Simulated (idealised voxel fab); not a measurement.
Documented hereafter: the process module known as voxel capacitor over wiring.
Displayed cross-section: cut, width of 190 nm, square cells sized 5 nm.
In this document a cross-section is written as a grid of square cells. It is given as a series of bands, listed from the top down, and a band is one or more rows of cells. The entry gives the band's vertical extent as a top height and a bottom height in nm, then its horizontal make-up as materials from left to right, each with a width in nm. "air" stands for empty space; a single material marked "all across" fills the band edge to edge. Height datum 0, below which the as-received substrate wafer is one material. Lowest band open at the bottom, running downward: "0..down". It should be noted that a width expressed as "30 to 40" varies in equal increments from row to row of cells within the band, taking the value of the first number at the top row and that of the second number at the bottom row. When a step is marked "left unchanged", none of the cells in the cross-section changed during that step. If an empty space has no open way to the top and is at least 8 cells in size, "Fully sealed voids" lists it, written width x height at distance, where distance is measured from the left edge and every value is in nm. Formally, on a step line, whatever follows the settings is a remark that the simulator itself makes on the step. overlay nm: for a step with a mask, the amount by which the mask lay right of where it was planned; a negative amount means left of it.

[Here's what the planned process steps look like]
1) RECEIVE with material Si
2) CONFORMAL_DEP with material SiO2, thk nm 10
3) CONFORMAL_DEP with material SiN, thk nm 5
4) DIRECTIONAL_DEP with material lowk, thk nm 25
5) PATTERN with tone open, mask id METAL_1, material resist, width nm 30, pitch nm 80, thk nm 20, overlay nm 0
6) DIRECTIONAL_ETCH with etch materials lowk, depth nm 25
7) DIRECTIONAL_ETCH with etch materials SiN, depth nm 5
8) STRIP with etch materials resist
9) CONFORMAL_DEP with material TiN, thk nm 5
10) FILL_DEP with material Cu, thk nm 5
11) CMP with height nm 40
12) CONFORMAL_DEP with material SiCN, thk nm 5
13) DIRECTIONAL_DEP with material lowk, thk nm 10
14) MASKED_ETCH with tone open, mask id PLUG_1, width nm 15, etch materials lowk, depth nm 10, overlay nm 0
15) MASKED_ETCH with tone open, mask id PLUG_1, width nm 15, etch materials SiCN, depth nm 5, overlay nm 0
16) CONFORMAL_DEP with material TiN, thk nm 5
17) FILL_DEP with material Ru, thk nm 10
18) CMP with height nm 55
19) DIRECTIONAL_DEP with material TiN, thk nm 5
20) DIRECTIONAL_DEP with material SiN, thk nm 5
21) DIRECTIONAL_DEP with material TiN, thk nm 10
22) MASKED_ETCH with tone cover, mask id UPPER_PLATE, width nm 55, etch materials TiN, depth nm 10, overlay nm 0
23) MASKED_ETCH with tone cover, mask id UPPER_PLATE, width nm 55, etch materials SiN, depth nm 5, overlay nm 0
24) MASKED_ETCH with tone cover, mask id LOWER_PLATE, width nm 65, etch materials TiN, depth nm 5, overlay nm 0
25) FILL_DEP with material SiO2, thk nm 15
26) CMP with height nm 85
27) MASKED_ETCH with tone open, mask id PLUG_2, width nm 15, etch materials SiO2, depth nm 10, overlay nm 0
28) CONFORMAL_DEP with material TiN, thk nm 5
29) FILL_DEP with material Ru, thk nm 10
30) CMP with height nm 85
31) CONFORMAL_DEP with material SiN, thk nm 5

[Here's what the wafer looked like in cross-section when it arrived - that's after step 1]
- 0..down: Si all across
- Fully sealed voids: none

[End state of the module in cross-section, given the above starting point and plan and one mistake in execution]
- 90..85: SiN all across
- 85..80: SiO2 (65) | TiN (5) | Ru (5) | TiN (5) | SiO2 (110)
- 80..75: SiO2 (65) | TiN (15) | SiO2 (110)
- 75..65: SiO2 (55) | TiN (55) | SiO2 (80)
- 65..60: SiO2 (55) | SiN (55) | SiO2 (80)
- 60..55: SiO2 (50) | TiN (65) | SiO2 (75)
- 55..50: Ru (50) | TiN (5) | lowk (15) | TiN (5) | Ru (115)
- 50..45: TiN (55) | lowk (15) | TiN (120)
- 45..40: SiCN all across
- 40..15: lowk (40) | TiN (5) | Cu (20) | TiN (5) | lowk (50) | TiN (5) | Cu (20) | TiN (5) | lowk (40)
- 15..10: SiN (40) | TiN (30) | SiN (50) | TiN (30) | SiN (40)
- 10..0: SiO2 all across
- 0..down: Si all across
- Fully sealed voids: none
The mistake made against the process plan was this: step 14 was not run as planned; what actually ran was MASKED_ETCH with tone cover, mask id PLUG_1, width nm 15, etch materials lowk, depth nm 10, overlay nm 0
